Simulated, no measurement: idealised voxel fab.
process module | voxel air gaps
cross-section cut | 190 nm wide | cells 5 nm
A cross-section is a grid of square cells, given in bands from the top down. A band is one or more rows of cells.
Each band's line starts with the height of the band's top and of its bottom, in nm. Then come its materials from left to right, each with its width in nm. One material with "throughout" fills the band from edge to edge. "air" is empty space.
Height 0 is the level under which the wafer as received is all one material. The lowest band goes on downwards, as in "0 down".
A width such as "30 to 40" changes by the same amount from each row of cells to the next, from the band's top row to its bottom row.
"no change" after a step means that no cell of the cross-section changed.
closed voids: empty space of 8 cells or more with no open way to the top, each as width x height at its distance from the left edge, in nm
after a step's settings: what the simulator itself notes on the step
overlay nm, on a step with a mask: how far to the right of its planned place the mask lay; to the left if negative
plan
1 op RECEIVE | material Si
2 op CONFORMAL_DEP | material SiO2 | thk nm 15
3 op CONFORMAL_DEP | material SiCN | thk nm 5
4 op DIRECTIONAL_DEP | material SiO2 | thk nm 30
5 op PATTERN | tone open | mask id LINES | material resist | width nm 15 | pitch nm 45 | thk nm 20 | overlay nm 0
6 op DIRECTIONAL_ETCH | etch materials SiO2 | depth nm 30
7 op STRIP | etch materials resist
8 op CONFORMAL_DEP | material TiN | thk nm 5
9 op FILL_DEP | material W | thk nm 5
10 op CMP | height nm 50
11 op EPI | material Ru | thk nm 10
12 op SELECTIVE_ETCH | etch materials SiO2 | depth nm 40
13 op CONFORMAL_DEP | material SiCN | thk nm 5
as received, after step 1
  0 down: Si throughout
  closed voids: none
a wafer at the end: this start, this plan, one mistake
  65 to 60: air 25 | SiCN 135 | air 30
  60 to 50: air 25 | SiCN 5 | Ru 35 | SiCN 10 | Ru 35 | SiCN 10 | Ru 35 | SiCN 5 | air 30
  50 to 45: air 25 | SiCN 15 | TiN 5 | W 5 | TiN 5 | SiCN 30 | TiN 5 | W 5 | TiN 5 | SiCN 30 | TiN 5 | W 5 | TiN 5 | SiCN 15 | air 30
  45 to 25: air 35 | SiCN 5 | TiN 5 | W 5 | TiN 5 | SiCN 5 | air 20 | SiCN 5 | TiN 5 | W 5 | TiN 5 | SiCN 5 | air 20 | SiCN 5 | TiN 5 | W 5 | TiN 5 | SiCN 5 | air 40
  25 to 20: SiCN 40 | TiN 15 | SiCN 30 | TiN 15 | SiCN 30 | TiN 15 | SiCN 45
  20 to 15: Ru throughout
  15 to 0: SiO2 throughout
  0 down: Si throughout
  closed voids: 20 x 20 at 60; 20 x 20 at 105
what went wrong: step 3 ran as: op CONFORMAL_DEP | material Ru | thk nm 5
